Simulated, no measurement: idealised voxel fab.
Herein follows the process module entitled voxel gate over fins.
Xsec cut, 235 nm wide, square cell size 5 nm.
We lay out every cross-section as a grid of square cells and spell it out in bands from the top down, where one band means one or more rows of cells. Within each band entry, the heights of the top and of the bottom of the band appear first, in that order and in nm; the materials of the band then follow from left to right, each with its corresponding width in nm. The designation "throughout" on a single material indicates that it fills the band from edge to edge; the designation "empty" indicates empty space. Heights from 0 (as-received wafer is one material below). Bottom band endless downward, as "0..down". With a width like "30->40", each row of cells in the band differs from the next by the same amount, the top row carrying the first number and the bottom row the second. Key: "nothing changed" - step with no changed cell in the cross-section. Empty spaces counting at least 8 cells and having no open way to the top are listed in "Encapsulated voids". The notation width x height at distance is used for each, the distance being from the left edge and all three values in nm. Formally, on a step line, whatever follows the settings is a remark that the simulator itself makes on the step. Regarding "overlay nm": on a step with a mask, it is the distance the mask lay to the right of its planned place; a negative value places it to the left.
# The steps planned for the process are as follows
1 RECEIVE,material Si
2 CONFORMAL_DEP,material SiN,thk nm 5
3 PATTERN,tone cover,mask id FINS,material resist,width nm 15,pitch nm 40,thk nm 15,overlay nm 0
4 DIRECTIONAL_ETCH,etch materials SiN,depth nm 5
5 DIRECTIONAL_ETCH,etch materials Si,depth nm 35
6 STRIP,etch materials resist
7 OXIDIZE,depth nm 5
8 FILL_DEP,material SiO2,thk nm 10
9 CMP,height nm 5
10 SELECTIVE_ETCH,etch materials SiO2,depth nm 15
11 STRIP,etch materials SiN
12 CONFORMAL_DEP,material HfO2,thk nm 5
13 CONFORMAL_DEP,material TiN,thk nm 5
14 CONFORMAL_DEP,material TiAl,thk nm 5
15 CONFORMAL_DEP,material TiN,thk nm 5
16 FILL_DEP,material W,thk nm 10
17 CMP,height nm 25
18 CONFORMAL_DEP,material SiCN,thk nm 5
# Cross-section, incoming material, after step 1
* 0..down | Si throughout
* Encapsulated voids: none
# Figure: cross-sectional view of the wafer upon completion of the module, processed from the initial state and according to the plan depicted above, with one error introduced during execution
* 30..25 | SiCN throughout
* 25..20 | W throughout
* 20..15 | 75 nm W, then 85 nm TiN, then 75 nm W
* 15..10 | 75 nm W, then 5 nm TiN, then 35 nm TiAl, then 5 nm TiN, then 35 nm TiAl, then 5 nm TiN, then 75 nm W
* 10..5 | 80 nm TiN, then 5 nm TiAl, then 25 nm TiN, then 5 nm TiAl, then 5 nm TiN, then 5 nm TiAl, then 25 nm TiN, then 5 nm TiAl, then 80 nm TiN
* 5..0 | 85 nm TiAl, then 5 nm TiN, then 15 nm HfO2, then 5 nm TiN, then 15 nm TiAl, then 5 nm TiN, then 15 nm HfO2, then 5 nm TiN, then 85 nm TiAl
* 0..-5 | 90 nm TiN, then 5 nm HfO2, then 5 nm Si, then 5 nm HfO2, then 25 nm TiN, then 5 nm HfO2, then 5 nm Si, then 5 nm HfO2, then 90 nm TiN
* -5..-10 | 95 nm HfO2, then 5 nm Si, then 35 nm HfO2, then 5 nm Si, then 95 nm HfO2
* -10..-75 | 95 nm SiO2, then 5 nm Si, then 35 nm SiO2, then 5 nm Si, then 95 nm SiO2
* -75..down | Si throughout
* Encapsulated voids: none
What was the processing mistake? twice, step 5 of the plan was run
